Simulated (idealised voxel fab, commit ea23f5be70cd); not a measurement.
voxel transistor to metal: a process module
The width of the displayed cross-section, cut, is 275 nm; its cells are square, with a size of 5 nm.
The cross-sections in this document take the form of a grid made of square cells. They are written out as bands, in order from top to bottom. Each band consists of one or more rows of cells.
Per band: top height and bottom height in nm, followed by the left-to-right materials and their widths in nm; "full width" marks a single material spanning edge to edge, "empty" marks empty space.
Height reference: 0 = level under which incoming wafer is all one material. Lowest band: no bottom, runs on downward, e.g. "0 -> down".
With a width like "30 to 40", each row of cells in the band differs from the next by the same amount, the top row carrying the first number and the bottom row the second.
"nothing changed" means the step left every cell of the cross-section as it was.
Under "Closed void register" you'll find the enclosed gaps, the ones with no way out to the top, that are 8 cells or bigger; each reads width x height at distance, with distance counted from the left edge, everything in nm.
Read whatever lies past the settings on a step's line as the simulator's own remark about the step.
overlay nm: on a step with a mask, how far right of its planned place the mask lay; negative means left.
Intended process steps
1: RECEIVE,material Si
2: OXIDIZE,depth nm 5
3: CONFORMAL_DEP,material SiN,thk nm 10
4: PATTERN,tone cover,mask id ACTIVE,material resist,width nm 105,pitch nm 135,thk nm 20,overlay nm 0
5: DIRECTIONAL_ETCH,etch materials SiN,depth nm 10
6: DIRECTIONAL_ETCH,etch materials SiO2,depth nm 5
7: DIRECTIONAL_ETCH,etch materials Si,depth nm 35
8: STRIP,etch materials resist
9: FILL_DEP,material SiO2,thk nm 15
10: CMP,height nm 10
11: SELECTIVE_ETCH,etch materials SiO2,depth nm 5
12: STRIP,etch materials SiN
13: SELECTIVE_ETCH,etch materials SiO2,depth nm 5
14: OXIDIZE,depth nm 5
15: DIRECTIONAL_DEP,material polySi,thk nm 30
16: DIRECTIONAL_DEP,material SiCN,thk nm 15
17: PATTERN,tone cover,mask id GATE,material resist,width nm 35,pitch nm 135,thk nm 15,overlay nm 0
18: DIRECTIONAL_ETCH,etch materials SiCN,depth nm 25
19: DIRECTIONAL_ETCH,etch materials polySi,depth nm 40
20: STRIP,etch materials resist
21: CONFORMAL_DEP,material SiO2,thk nm 5
22: DIRECTIONAL_ETCH,etch materials SiO2,depth nm 5
23: CONFORMAL_DEP,material SiN,thk nm 5
24: DIRECTIONAL_ETCH,etch materials SiN,depth nm 5
25: DIRECTIONAL_ETCH,etch materials SiO2,depth nm 5
26: DIRECTIONAL_ETCH,etch materials Si,depth nm 10
27: EPI,material nSi,thk nm 10
28: FILL_DEP,material SiO2,thk nm 10
29: CMP,height nm 25
30: STRIP,etch materials polySi
31: SELECTIVE_ETCH,etch materials SiO2,depth nm 5
32: CONFORMAL_DEP,material HfO2,thk nm 5
33: CONFORMAL_DEP,material TiN,thk nm 5
34: FILL_DEP,material W,thk nm 10
35: CMP,height nm 20
36: DIRECTIONAL_DEP,material SiO2,thk nm 10
37: PATTERN,tone open,mask id CONTACT,material resist,width nm 15,thk nm 15,overlay nm 0
38: DIRECTIONAL_ETCH,etch materials SiO2,depth nm 30
39: STRIP,etch materials resist
40: CONFORMAL_DEP,material TiN,thk nm 5
41: FILL_DEP,material W,thk nm 10
42: CMP,height nm 30
43: DIRECTIONAL_DEP,material TiN,thk nm 5
44: DIRECTIONAL_DEP,material Ru,thk nm 25
45: DIRECTIONAL_DEP,material aC,thk nm 15
46: PATTERN,tone cover,mask id METAL_1,material resist,width nm 15,thk nm 35,overlay nm 0
47: DIRECTIONAL_ETCH,etch materials aC,depth nm 15
48: STRIP,etch materials resist
49: DIRECTIONAL_ETCH,etch materials Ru,depth nm 25
50: DIRECTIONAL_ETCH,etch materials TiN,depth nm 5
51: STRIP,etch materials aC
52: FILL_DEP,material SiO2,thk nm 5
53: CMP,height nm 60
54: CONFORMAL_DEP,material SiCN,thk nm 5
55: DIRECTIONAL_DEP,material SiO2,thk nm 30
56: MASKED_ETCH,tone open,mask id METAL_2,width nm 15,pitch nm 135,etch materials SiO2,depth nm 15,overlay nm 0
57: DIRECTIONAL_DEP,material aC,thk nm 15
58: PATTERN,tone open,mask id METAL_2_HOLES,material resist,width nm 15,pitch nm 135,thk nm 30,overlay nm 0
59: DIRECTIONAL_ETCH,etch materials aC,depth nm 15
60: STRIP,etch materials resist
61: DIRECTIONAL_ETCH,etch materials SiO2,depth nm 15
62: DIRECTIONAL_ETCH,etch materials SiCN,depth nm 5
63: STRIP,etch materials aC
64: CONFORMAL_DEP,material TiN,thk nm 5
65: FILL_DEP,material Cu,thk nm 10
66: CMP,height nm 95
67: CONFORMAL_DEP,material SiN,thk nm 5
The cross-section here shows the wafer as received, i.e. in its state after step 1
0 -> down  Si full width
Closed void register: none
Cross-sectional view of the first of the two wafers upon completion of the module, processed in accordance with the plan
100 -> 95  SiN full width
95 -> 65  SiO2: 20 | TiN: 5 | Cu: 5 | TiN: 5 | SiO2: 120 | TiN: 5 | Cu: 5 | TiN: 5 | SiO2: 105
65 -> 60  SiCN: 20 | TiN: 15 | SiCN: 120 | TiN: 15 | SiCN: 105
60 -> 35  SiO2: 20 | Ru: 15 | SiO2: 65 | Ru: 15 | SiO2: 40 | Ru: 15 | SiO2: 65 | Ru: 15 | SiO2: 25
35 -> 30  SiO2: 20 | TiN: 15 | SiO2: 65 | TiN: 15 | SiO2: 40 | TiN: 15 | SiO2: 65 | TiN: 15 | SiO2: 25
30 -> 20  SiO2: 20 | TiN: 5 | W: 5 | TiN: 5 | SiO2: 65 | TiN: 5 | W: 5 | TiN: 5 | SiO2: 40 | TiN: 5 | W: 5 | TiN: 5 | SiO2: 65 | TiN: 5 | W: 5 | TiN: 5 | SiO2: 25
20 -> 5  SiO2: 20 | TiN: 5 | W: 5 | TiN: 5 | SiO2: 5 | SiN: 5 | HfO2: 5 | TiN: 5 | W: 25 | TiN: 5 | HfO2: 5 | SiN: 5 | SiO2: 5 | TiN: 5 | W: 5 | TiN: 5 | SiO2: 40 | TiN: 5 | W: 5 | TiN: 5 | SiO2: 5 | SiN: 5 | HfO2: 5 | TiN: 5 | W: 25 | TiN: 5 | HfO2: 5 | SiN: 5 | SiO2: 5 | TiN: 5 | W: 5 | TiN: 5 | SiO2: 25
5 -> 0  SiO2: 20 | TiN: 15 | SiO2: 5 | SiN: 5 | HfO2: 5 | TiN: 5 | W: 25 | TiN: 5 | HfO2: 5 | SiN: 5 | SiO2: 5 | TiN: 15 | SiO2: 40 | TiN: 15 | SiO2: 5 | SiN: 5 | HfO2: 5 | TiN: 5 | W: 25 | TiN: 5 | HfO2: 5 | SiN: 5 | SiO2: 5 | TiN: 15 | SiO2: 25
0 -> -5  SiO2: 15 | SiN: 5 | nSi: 20 | SiN: 5 | HfO2: 5 | TiN: 35 | HfO2: 5 | SiN: 5 | nSi: 20 | SiN: 5 | SiO2: 30 | SiN: 5 | nSi: 20 | SiN: 5 | HfO2: 5 | TiN: 35 | HfO2: 5 | SiN: 5 | nSi: 20 | SiN: 5 | SiO2: 20
-5 -> -10  SiO2: 20 | nSi: 20 | SiO2: 5 | HfO2: 45 | SiO2: 5 | nSi: 20 | SiO2: 40 | nSi: 20 | SiO2: 5 | HfO2: 45 | SiO2: 5 | nSi: 20 | SiO2: 25
-10 -> -20  SiO2: 15 | Si: 5 | nSi: 20 | Si: 55 | nSi: 20 | Si: 5 | SiO2: 30 | Si: 5 | nSi: 20 | Si: 55 | nSi: 20 | Si: 5 | SiO2: 20
-20 -> -40  SiO2: 15 | Si: 105 | SiO2: 30 | Si: 105 | SiO2: 20
-40 -> down  Si full width
Closed void register: none
Wafer two, sectioned after the module: the first wafer's start, the first wafer's plan, and one mistake in how it was run
100 -> 95  SiN full width
95 -> 65  SiO2: 20 | TiN: 5 | Cu: 5 | TiN: 5 | SiO2: 120 | TiN: 5 | Cu: 5 | TiN: 5 | SiO2: 105
65 -> 60  SiCN: 20 | TiN: 15 | SiCN: 120 | TiN: 15 | SiCN: 105
60 -> 35  SiO2: 20 | Ru: 15 | SiO2: 65 | Ru: 15 | SiO2: 40 | Ru: 15 | SiO2: 65 | Ru: 15 | SiO2: 25
35 -> 30  SiO2: 20 | TiN: 15 | SiO2: 65 | TiN: 15 | SiO2: 40 | TiN: 15 | SiO2: 65 | TiN: 15 | SiO2: 25
30 -> 20  SiO2: 20 | TiN: 5 | W: 5 | TiN: 5 | SiO2: 65 | TiN: 5 | W: 5 | TiN: 5 | SiO2: 40 | TiN: 5 | W: 5 | TiN: 5 | SiO2: 65 | TiN: 5 | W: 5 | TiN: 5 | SiO2: 25
20 -> 5  SiO2: 20 | TiN: 5 | W: 5 | TiN: 5 | SiO2: 10 | SiN: 5 | HfO2: 5 | TiN: 5 | W: 15 | TiN: 5 | HfO2: 5 | SiN: 5 | SiO2: 10 | TiN: 5 | W: 5 | TiN: 5 | SiO2: 40 | TiN: 5 | W: 5 | TiN: 5 | SiO2: 10 | SiN: 5 | HfO2: 5 | TiN: 5 | W: 15 | TiN: 5 | HfO2: 5 | SiN: 5 | SiO2: 10 | TiN: 5 | W: 5 | TiN: 5 | SiO2: 25
5 -> 0  SiO2: 20 | TiN: 15 | SiO2: 10 | SiN: 5 | HfO2: 5 | TiN: 5 | W: 15 | TiN: 5 | HfO2: 5 | SiN: 5 | SiO2: 10 | TiN: 15 | SiO2: 40 | TiN: 15 | SiO2: 10 | SiN: 5 | HfO2: 5 | TiN: 5 | W: 15 | TiN: 5 | HfO2: 5 | SiN: 5 | SiO2: 10 | TiN: 15 | SiO2: 25
0 -> -5  SiO2: 15 | SiN: 5 | nSi: 10 | SiO2: 5 | nSi: 10 | SiN: 5 | HfO2: 5 | TiN: 25 | HfO2: 5 | SiN: 5 | nSi: 10 | SiO2: 5 | nSi: 10 | SiN: 5 | SiO2: 30 | SiN: 5 | nSi: 10 | SiO2: 5 | nSi: 10 | SiN: 5 | HfO2: 5 | TiN: 25 | HfO2: 5 | SiN: 5 | nSi: 10 | SiO2: 5 | nSi: 10 | SiN: 5 | SiO2: 20
-5 -> -10  SiO2: 20 | nSi: 10 | SiO2: 5 | nSi: 10 | SiO2: 5 | HfO2: 35 | SiO2: 5 | nSi: 10 | SiO2: 5 | nSi: 10 | SiO2: 40 | nSi: 10 | SiO2: 5 | nSi: 10 | SiO2: 5 | HfO2: 35 | SiO2: 5 | nSi: 10 | SiO2: 5 | nSi: 10 | SiO2: 25
-10 -> -20  SiO2: 15 | Si: 5 | nSi: 25 | Si: 45 | nSi: 25 | Si: 5 | SiO2: 30 | Si: 5 | nSi: 25 | Si: 45 | nSi: 25 | Si: 5 | SiO2: 20
-20 -> -40  SiO2: 15 | Si: 105 | SiO2: 30 | Si: 105 | SiO2: 20
-40 -> down  Si full width
Closed void register: none
Processing error: contrary to plan, step 17 was performed as PATTERN,tone cover,mask id GATE,material resist,width nm 25,pitch nm 135,thk nm 15,overlay nm 0
End check, counted in cells, second wafer has more or fewer of these materials than the first: 4 fewer of HfO2; 8 fewer of Si; 24 more of SiO2; 4 fewer of TiN; 16 fewer of W; 8 more of nSi
